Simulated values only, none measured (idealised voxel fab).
You're looking at the process module voxel transistor to metal.
Section shown: cut. Width: 290 nm. Cell size: 5 nm, square.
The cross-sections in this document take the form of a grid made of square cells. They are written out as bands, in order from top to bottom. Each band consists of one or more rows of cells.
Each band's line starts with the height of the band's top and of its bottom, in nm. Then come its materials from left to right, each with its width in nm. One material with "full width" fills the band from edge to edge. "empty" is empty space.
Height 0 is the level under which the wafer as received is all one material. The lowest band goes on downwards, as in "z 0 and below".
The notation "30->40" denotes a width that varies across the rows of cells in the band, beginning at the first number in the top row, finishing at the second number in the bottom row, and changing by an identical amount from each row to the next.
"left unchanged", as given for a step, is the statement that not any cell of the cross-section underwent a change during that step.
"Enclosed void listing" enumerates empty spaces isolated from the top, with no open way to it, that contain at least 8 cells, giving each as width x height at distance from the left edge, all three in nm.
Post-settings text on a step line: simulator's own remark regarding the step.
Steps that use a mask can have "overlay nm" on their line. It says how far the mask sat to the right of where it was meant to be. Negative means to the left.

LISTED BELOW ARE THE PROCESS STEPS AS PLANNED
1,RECEIVE, material Si
2,CONFORMAL_DEP, material SiO2, thk nm 5
3,CONFORMAL_DEP, material SiN, thk nm 10
4,MASKED_ETCH, tone cover, mask id ACTIVE, width nm 115, pitch nm 135, etch materials SiN, depth nm 10, overlay nm 0
5,MASKED_ETCH, tone cover, mask id ACTIVE, width nm 115, pitch nm 135, etch materials SiO2, depth nm 5, overlay nm 0
6,MASKED_ETCH, tone cover, mask id ACTIVE, width nm 115, pitch nm 135, etch materials Si, depth nm 30, overlay nm 0
7,FILL_DEP, material SiO2, thk nm 5
8,CMP, height nm 15
9,SELECTIVE_ETCH, etch materials SiO2, depth nm 5
10,STRIP, etch materials SiN
11,SELECTIVE_ETCH, etch materials SiO2, depth nm 5
12,OXIDIZE, depth nm 5
13,DIRECTIONAL_DEP, material polySi, thk nm 30
14,DIRECTIONAL_DEP, material SiCN, thk nm 10
15,PATTERN, tone cover, mask id GATE, material resist, width nm 35, pitch nm 135, thk nm 20, overlay nm 0
16,DIRECTIONAL_ETCH, etch materials SiCN, depth nm 20
17,DIRECTIONAL_ETCH, etch materials polySi, depth nm 40
18,STRIP, etch materials resist
19,CONFORMAL_DEP, material SiO2, thk nm 5
20,DIRECTIONAL_ETCH, etch materials SiO2, depth nm 5
21,CONFORMAL_DEP, material SiN, thk nm 10
22,DIRECTIONAL_ETCH, etch materials SiN, depth nm 10
23,DIRECTIONAL_ETCH, etch materials SiO2, depth nm 5
24,EPI, material SiGe, thk nm 5
25,FILL_DEP, material SiO2, thk nm 10
26,CMP, height nm 30
27,STRIP, etch materials polySi
28,SELECTIVE_ETCH, etch materials SiO2, depth nm 5
29,CONFORMAL_DEP, material HfO2, thk nm 5
30,CONFORMAL_DEP, material TiN, thk nm 5
31,FILL_DEP, material W, thk nm 10
32,CMP, height nm 25
33,DIRECTIONAL_DEP, material SiO2, thk nm 5
34,PATTERN, tone open, mask id CONTACT, material resist, width nm 15, thk nm 15, overlay nm 0
35,DIRECTIONAL_ETCH, etch materials SiO2, depth nm 40
36,STRIP, etch materials resist
37,CONFORMAL_DEP, material TiN, thk nm 5
38,FILL_DEP, material Ru, thk nm 5
39,CMP, height nm 40
40,DIRECTIONAL_DEP, material TiN, thk nm 5
41,DIRECTIONAL_DEP, material Ru, thk nm 15
42,MASKED_ETCH, tone cover, mask id METAL_1, width nm 15, etch materials Ru, depth nm 15, overlay nm 0
43,MASKED_ETCH, tone cover, mask id METAL_1, width nm 15, etch materials TiN, depth nm 5, overlay nm 0
44,FILL_DEP, material lowk, thk nm 10
45,CMP, height nm 60
46,CONFORMAL_DEP, material SiN, thk nm 5
The value of thk nm given for step 33 in the plan refers to the first wafer; the wafers vary in this setting and are alike at the start.

SO THIS IS THE FIRST OF SEVERAL WAFERS, CROSS-SECTIONED AS IT CAME TO US, MEANING IT'S AT THE END OF STEP 1
    z 0 and below: Si full width
    Enclosed void listing: none

EVERY ROW IN THIS TABLE IS A WAFER AT THE END OF THE MODULE, AND IT GIVES, FOR EACH OF THE MATERIALS, THE CELLS THAT WAFER HAS GAINED (+) OR LOST (-) SINCE IT WAS RECEIVED, THEN ITS CLOSED VOIDS
thk nm 5; +38 HfO2; +114 Ru; -118 Si; +12 SiGe; +106 SiN; +230 SiO2; +148 TiN; +40 W; +184 lowk; Enclosed void listing: none
thk nm 10; +38 HfO2; +60 Ru; -118 Si; +12 SiGe; +106 SiN; +276 SiO2; +156 TiN; +40 W; +184 lowk; Enclosed void listing: none
thk nm 15; +38 HfO2; +60 Ru; -118 Si; +12 SiGe; +106 SiN; +322 SiO2; +110 TiN; +40 W; +184 lowk; Enclosed void listing: none
thk nm 20; +38 HfO2; +60 Ru; -118 Si; +12 SiGe; +106 SiN; +330 SiO2; +102 TiN; +40 W; +184 lowk; Enclosed void listing: none
thk nm 25; +38 HfO2; +56 Ru; -118 Si; +12 SiGe; +106 SiN; +342 SiO2; +94 TiN; +40 W; +184 lowk; Enclosed void listing: none
thk nm 30; +38 HfO2; +52 Ru; -118 Si; +12 SiGe; +106 SiN; +354 SiO2; +86 TiN; +40 W; +184 lowk; Enclosed void listing: none
